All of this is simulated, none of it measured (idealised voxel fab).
Process module under the name voxel spacer lines
Section shown: cut. Width: 280 nm. Cell size: 5 nm, square.
The cross-sections in this document take the form of a grid made of square cells. They are written out as bands, in order from top to bottom. Each band consists of one or more rows of cells. What a band's entry tells you: where the top is and where the bottom is, as heights in nm, and after that what lies inside, material by material from left to right, each with its width in nm. Empty space is written as the word "blank", and a single material marked with the word "edge to edge" occupies the band from edge to edge. All heights in this document are referenced to 0, defined as the level beneath which the wafer, as received, consists entirely of one material. The lowest band is not bounded below; it extends indefinitely downward and is written in the form "from 0 down". A width such as "30->40" changes by the same amount from each row of cells to the next, from the band's top row to its bottom row. Where the words "left unchanged" appear for a step, the cross-section shows no cell changed by that step; every cell remained as before. What "Sealed void inventory" gives you is every empty space of 8 cells or more that is cut off from the top. Each appears as width x height at distance, with the distance taken from the left edge and width, height and distance all in nm. On each step's line, the part that comes after the settings is the simulator's own comment on the step. "overlay nm" on a masked step: distance the mask lay right of its planned place, negative for left.
### plan
step 1: RECEIVE | material Si
step 2: CONFORMAL_DEP | material Al2O3 | thk nm 10
step 3: DIRECTIONAL_DEP | material W | thk nm 10
step 4: DIRECTIONAL_DEP | material polySi | thk nm 20
step 5: PATTERN | tone cover | mask id MANDREL | material resist | width nm 15 | pitch nm 50 | thk nm 25 | overlay nm 0
step 6: DIRECTIONAL_ETCH | etch materials polySi | depth nm 20
step 7: STRIP | etch materials resist
step 8: CONFORMAL_DEP | material SiO2 | thk nm 10
step 9: DIRECTIONAL_ETCH | etch materials SiO2 | depth nm 10
step 10: STRIP | etch materials polySi
step 11: DIRECTIONAL_ETCH | etch materials W | depth nm 10
step 12: STRIP | etch materials SiO2
step 13: FILL_DEP | material lowk | thk nm 5
step 14: CMP | height nm 20
### first wafer, as planned
### Here's what the wafer looked like in cross-section when it arrived - that's after step 1
> from 0 down: Si edge to edge
> Sealed void inventory: none
### You're looking at a cross-section of the wafer after step 2
> from 10 to 0: Al2O3 edge to edge
> Under the height 0 nothing was changed.
### You're looking at a cross-section of the wafer after step 3
> from 20 to 10: W edge to edge
> Under the height 10 nothing was changed.
### You're looking at a cross-section of the wafer after step 4
> from 40 to 20: polySi edge to edge
> Under the height 20 nothing was changed.
### You're looking at a cross-section of the wafer after step 5
> from 65 to 40: blank 105 nm / resist 15 nm / blank 35 nm / resist 15 nm / blank 110 nm
> Under the height 40 nothing was changed.
### You're looking at a cross-section of the wafer after step 6
> from 65 to 40: blank 105 nm / resist 15 nm / blank 35 nm / resist 15 nm / blank 110 nm
> from 40 to 20: blank 105 nm / polySi 15 nm / blank 35 nm / polySi 15 nm / blank 110 nm
> Under the height 20 nothing was changed.
### You're looking at a cross-section of the wafer after step 7
> from 40 to 20: blank 105 nm / polySi 15 nm / blank 35 nm / polySi 15 nm / blank 110 nm
> Under the height 20 nothing was changed.
### You're looking at a cross-section of the wafer after step 8
> from 50 to 40: blank 95 nm / SiO2 35 nm / blank 15 nm / SiO2 35 nm / blank 100 nm
> from 40 to 30: blank 95 nm / SiO2 10 nm / polySi 15 nm / SiO2 10 nm / blank 15 nm / SiO2 10 nm / polySi 15 nm / SiO2 10 nm / blank 100 nm
> from 30 to 20: SiO2 105 nm / polySi 15 nm / SiO2 35 nm / polySi 15 nm / SiO2 110 nm
> Under the height 20 nothing was changed.
### You're looking at a cross-section of the wafer after step 9
> from 40 to 20: blank 95 nm / SiO2 10 nm / polySi 15 nm / SiO2 10 nm / blank 15 nm / SiO2 10 nm / polySi 15 nm / SiO2 10 nm / blank 100 nm
> Under the height 20 nothing was changed.
### You're looking at a cross-section of the wafer after step 10
> from 40 to 20: blank 95 nm / SiO2 10 nm / blank 15 nm / SiO2 10 nm / blank 15 nm / SiO2 10 nm / blank 15 nm / SiO2 10 nm / blank 100 nm
> Under the height 20 nothing was changed.
### You're looking at a cross-section of the wafer after step 11
> from 40 to 20: blank 95 nm / SiO2 10 nm / blank 15 nm / SiO2 10 nm / blank 15 nm / SiO2 10 nm / blank 15 nm / SiO2 10 nm / blank 100 nm
> from 20 to 10: blank 95 nm / W 10 nm / blank 15 nm / W 10 nm / blank 15 nm / W 10 nm / blank 15 nm / W 10 nm / blank 100 nm
> Under the height 10 nothing was changed.
### You're looking at a cross-section of the wafer after step 12
> from 20 to 10: blank 95 nm / W 10 nm / blank 15 nm / W 10 nm / blank 15 nm / W 10 nm / blank 15 nm / W 10 nm / blank 100 nm
> Under the height 10 nothing was changed.
### You're looking at a cross-section of the wafer after step 13
> from 25 to 20: lowk edge to edge
> from 20 to 10: lowk 95 nm / W 10 nm / lowk 15 nm / W 10 nm / lowk 15 nm / W 10 nm / lowk 15 nm / W 10 nm / lowk 100 nm
> Under the height 10 nothing was changed.
### You're looking at a cross-section of the wafer after step 14
> from 20 to 10: lowk 95 nm / W 10 nm / lowk 15 nm / W 10 nm / lowk 15 nm / W 10 nm / lowk 15 nm / W 10 nm / lowk 100 nm
> Under the height 10 nothing was changed.
### Companion wafer, the second of two: same beginning, same intended sequence, one mistake in carrying it out; through step 4 inclusive it tracks the first exactly
### The second wafer in cross-section, at the planned close of step 5
> from 65 to 40: blank 110 nm / resist 15 nm / blank 35 nm / resist 15 nm / blank 105 nm
> Under the height 40 nothing was changed.
### The second wafer in cross-section, at the planned close of step 6
> from 65 to 40: blank 110 nm / resist 15 nm / blank 35 nm / resist 15 nm / blank 105 nm
> from 40 to 20: blank 110 nm / polySi 15 nm / blank 35 nm / polySi 15 nm / blank 105 nm
> Under the height 20 nothing was changed.
### The second wafer in cross-section, at the planned close of step 7
> from 40 to 20: blank 110 nm / polySi 15 nm / blank 35 nm / polySi 15 nm / blank 105 nm
> Under the height 20 nothing was changed.
### The second wafer in cross-section, at the planned close of step 8
> from 50 to 40: blank 100 nm / SiO2 35 nm / blank 15 nm / SiO2 35 nm / blank 95 nm
> from 40 to 30: blank 100 nm / SiO2 10 nm / polySi 15 nm / SiO2 10 nm / blank 15 nm / SiO2 10 nm / polySi 15 nm / SiO2 10 nm / blank 95 nm
> from 30 to 20: SiO2 110 nm / polySi 15 nm / SiO2 35 nm / polySi 15 nm / SiO2 105 nm
> Under the height 20 nothing was changed.
### The second wafer in cross-section, at the planned close of step 9
> from 40 to 20: blank 100 nm / SiO2 10 nm / polySi 15 nm / SiO2 10 nm / blank 15 nm / SiO2 10 nm / polySi 15 nm / SiO2 10 nm / blank 95 nm
> Under the height 20 nothing was changed.
### The second wafer in cross-section, at the planned close of step 10
> from 40 to 20: blank 100 nm / SiO2 10 nm / blank 15 nm / SiO2 10 nm / blank 15 nm / SiO2 10 nm / blank 15 nm / SiO2 10 nm / blank 95 nm
> Under the height 20 nothing was changed.
### The second wafer in cross-section, at the planned close of step 11
> from 40 to 20: blank 100 nm / SiO2 10 nm / blank 15 nm / SiO2 10 nm / blank 15 nm / SiO2 10 nm / blank 15 nm / SiO2 10 nm / blank 95 nm
> from 20 to 10: blank 100 nm / W 10 nm / blank 15 nm / W 10 nm / blank 15 nm / W 10 nm / blank 15 nm / W 10 nm / blank 95 nm
> Under the height 10 nothing was changed.
### The second wafer in cross-section, at the planned close of step 12
> from 20 to 10: blank 100 nm / W 10 nm / blank 15 nm / W 10 nm / blank 15 nm / W 10 nm / blank 15 nm / W 10 nm / blank 95 nm
> Under the height 10 nothing was changed.
### The second wafer in cross-section, at the planned close of step 13
> from 25 to 20: lowk edge to edge
> from 20 to 10: lowk 100 nm / W 10 nm / lowk 15 nm / W 10 nm / lowk 15 nm / W 10 nm / lowk 15 nm / W 10 nm / lowk 95 nm
> Under the height 10 nothing was changed.
### The second wafer in cross-section, at the planned close of step 14
> from 20 to 10: lowk 100 nm / W 10 nm / lowk 15 nm / W 10 nm / lowk 15 nm / W 10 nm / lowk 15 nm / W 10 nm / lowk 95 nm
> Under the height 10 nothing was changed.
What was the processing mistake? not per plan at step 5, really ran PATTERN | tone cover | mask id MANDREL | material resist | width nm 15 | pitch nm 50 | thk nm 25 | overlay nm 5
At the close, every material occupies the same number of cells on the second wafer as on the first, only in different positions.
